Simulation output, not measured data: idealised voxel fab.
Process module name: voxel ribs on slabs
140 nm wide, 5 nm square cells: that's cross-section cut.
A cross-section is a grid of square cells, given in bands from the top down. A band is one or more rows of cells.
Band entry format. Leading values: height of top, height of bottom, nm. Remainder: materials in left-to-right order, each with its width in nm. Special words: "edge to edge" on a single material, which then fills the band edge to edge; "empty", empty space.
Ref level 0: as-received wafer is one material below here. Bottom band extends down with no lower bound ("0..down").
Per-row width for "30 to 40": begins at first number (top row of band), ends at second number (bottom row), increment between rows held constant.
Step note "no modifications" = no cross-section cell changed.
"Sealed voids" contains a list of empty spaces, each no smaller than 8 cells and without an open way to the top, written in the form width x height at distance with the distance from the left edge and all three in nm.
That trailing text on a step's line, after the settings, is the simulator's own remark on the step.
Among the settings permitted on a step's line is "overlay nm"; applied to a step with a mask, it specifies the extent to which the mask lay to the right of its planned position, whereas a negative figure signifies a position to the left.
[List of planned process steps]
| 1 | RECEIVE | material Si |
| 2 | DIRECTIONAL_DEP | material SiO2 | thk nm 30 |
| 3 | DIRECTIONAL_DEP | material SiN | thk nm 20 |
| 4 | DIRECTIONAL_DEP | material aC | thk nm 15 |
| 5 | PATTERN | tone cover | mask id RIB | material resist | width nm 20 | thk nm 35 | overlay nm 0 |
| 6 | DIRECTIONAL_ETCH | etch materials aC | depth nm 15 |
| 7 | STRIP | etch materials resist |
| 8 | DIRECTIONAL_ETCH | etch materials SiN | depth nm 10 |
| 9 | STRIP | etch materials aC |
| 10 | DIRECTIONAL_DEP | material aC | thk nm 15 |
| 11 | PATTERN | tone cover | mask id SLAB | material resist | width nm 50 | thk nm 35 | overlay nm 0 |
| 12 | DIRECTIONAL_ETCH | etch materials aC | depth nm 15 |
| 13 | STRIP | etch materials resist |
| 14 | DIRECTIONAL_ETCH | etch materials SiN | depth nm 10 |
| 15 | STRIP | etch materials aC |
| 16 | FILL_DEP | material SiO2 | thk nm 25 |
| 17 | CMP | height nm 65 |
| 18 | DIRECTIONAL_DEP | material TiN | thk nm 5 |
| 19 | DIRECTIONAL_DEP | material aC | thk nm 10 |
| 20 | PATTERN | tone cover | mask id HEATER | material resist | width nm 30 | thk nm 25 | overlay nm 0 |
| 21 | DIRECTIONAL_ETCH | etch materials aC | depth nm 10 |
| 22 | STRIP | etch materials resist |
| 23 | DIRECTIONAL_ETCH | etch materials TiN | depth nm 5 |
| 24 | STRIP | etch materials aC |
| 25 | CONFORMAL_DEP | material SiN | thk nm 10 |
[Cross-section, incoming material, after step 1]
    0..down: Si edge to edge
    Sealed voids: none
[Sectioned view, first of two wafers, at the close of the module, processed as intended in the plan]
    80..75: empty (45); SiN (50); empty (45)
    75..70: SiN edge to edge
    70..65: SiN (55); TiN (30); SiN (55)
    65..50: SiO2 edge to edge
    50..40: SiO2 (60); SiN (20); SiO2 (60)
    40..30: SiO2 (45); SiN (50); SiO2 (45)
    30..0: SiO2 edge to edge
    0..down: Si edge to edge
    Sealed voids: none
[Now the second wafer, cross-sectioned at the end of the module. Nothing different at the start, nothing different in the plan compared with the first, just one mistake when it was actually run]
    80..75: empty (45); SiN (50); empty (45)
    75..70: SiN edge to edge
    70..65: SiN (55); TiN (30); SiN (55)
    65..50: SiO2 edge to edge
    50..40: SiO2 (60); SiN (20); SiO2 (60)
    40..30: SiO2 (40); SiN (60); SiO2 (40)
    30..0: SiO2 edge to edge
    0..down: Si edge to edge
    Sealed voids: none
What was done differently from what was planned? step 11 was processed under conditions differing from the plan, specifically as PATTERN | tone cover | mask id SLAB | material resist | width nm 60 | thk nm 35 | overlay nm 0
Final wafer comparison in cells, second versus first, more or fewer per material: SiN +4, SiO2 -4
